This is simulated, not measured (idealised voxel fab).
Herein follows the process module entitled voxel quadruple lines.
Square cell edge 5 nm, section width 250 nm, ID cut.
Format of a cross-section: grid, square cells. Given as bands. Order: top down. Band: one or more rows of cells. For a band, the entry starts with two heights in nm, that of the top and then that of the bottom, and carries on with the band's materials in order from left to right, each alongside its width in nm; the word "everywhere" beside a single material means it fills the band edge to edge, and "air" means empty space. Measure heights from 0. That's the level where, below it, the as-received wafer is all one material. The lowest band is bottomless and extends downward; write it as in "0 nm and below". When a width is written as two numbers, as in "30 to 40", the first number is the width in the top row of cells of the band and the second is the width in its bottom row, and the width changes by the same amount from each row to the next. "remains unaltered", as given for a step, is the statement that not any cell of the cross-section underwent a change during that step. The entry titled "Sealed void listing" provides the empty spaces that have no open way to the top, restricted to those of 8 cells or more. Each is presented as width x height at distance, the distance being measured from the left edge, with all three in nm. Where a step's line continues beyond its settings, the continuation is a remark by the simulator itself on that step. Steps that use a mask can have "overlay nm" on their line. It says how far the mask sat to the right of where it was meant to be. Negative means to the left.
## These are the steps we planned for the process
1. op RECEIVE | material Si
2. op CONFORMAL_DEP | material SiO2 | thk nm 5
3. op DIRECTIONAL_DEP | material W | thk nm 10
4. op DIRECTIONAL_DEP | material polySi | thk nm 20
5. op DIRECTIONAL_DEP | material aC | thk nm 25
6. op PATTERN | tone cover | mask id MANDREL | material resist | width nm 30 | pitch nm 80 | thk nm 30 | overlay nm 0
7. op DIRECTIONAL_ETCH | etch materials aC | depth nm 25
8. op STRIP | etch materials resist
9. op CONFORMAL_DEP | material SiO2 | thk nm 10
10. op DIRECTIONAL_ETCH | etch materials SiO2 | depth nm 10
11. op STRIP | etch materials aC
12. op DIRECTIONAL_ETCH | etch materials polySi | depth nm 20
13. op STRIP | etch materials SiO2
14. op CONFORMAL_DEP | material SiCN | thk nm 10
15. op DIRECTIONAL_ETCH | etch materials SiCN | depth nm 10
16. op STRIP | etch materials polySi
17. op DIRECTIONAL_ETCH | etch materials W | depth nm 10
18. op STRIP | etch materials SiCN
19. op FILL_DEP | material lowk | thk nm 5
20. op CMP | height nm 15
## Incoming wafer in cross-section (state: after step 1)
0 nm and below  Si everywhere
Sealed void listing: none
## Cross-section taken at module completion on the first of two wafers; processed per the plan
15 nm to 5 nm  lowk (50), W (10), lowk (10), W (10), lowk (10), W (10), lowk (10), W (10), lowk (10), W (10), lowk (10), W (10), lowk (10), W (10), lowk (10), W (10), lowk (50)
5 nm to 0 nm  SiO2 everywhere
0 nm and below  Si everywhere
Sealed void listing: none
## Here's the second of our two wafers sectioned at module end. Same start as the first, same plan, but one mistake got made running it
15 nm to 5 nm  lowk (60), W (10), lowk (10), W (10), lowk (10), W (10), lowk (10), W (10), lowk (10), W (10), lowk (10), W (10), lowk (10), W (10), lowk (10), W (10), lowk (40)
5 nm to 0 nm  SiO2 everywhere
0 nm and below  Si everywhere
Sealed void listing: none
Want to know what went wrong? heads up, step 6 didn't go per plan, it actually ran as op PATTERN | tone cover | mask id MANDREL | material resist | width nm 30 | pitch nm 80 | thk nm 30 | overlay nm 10
Final state: per-material cell counts identical on both wafers; locations differ.
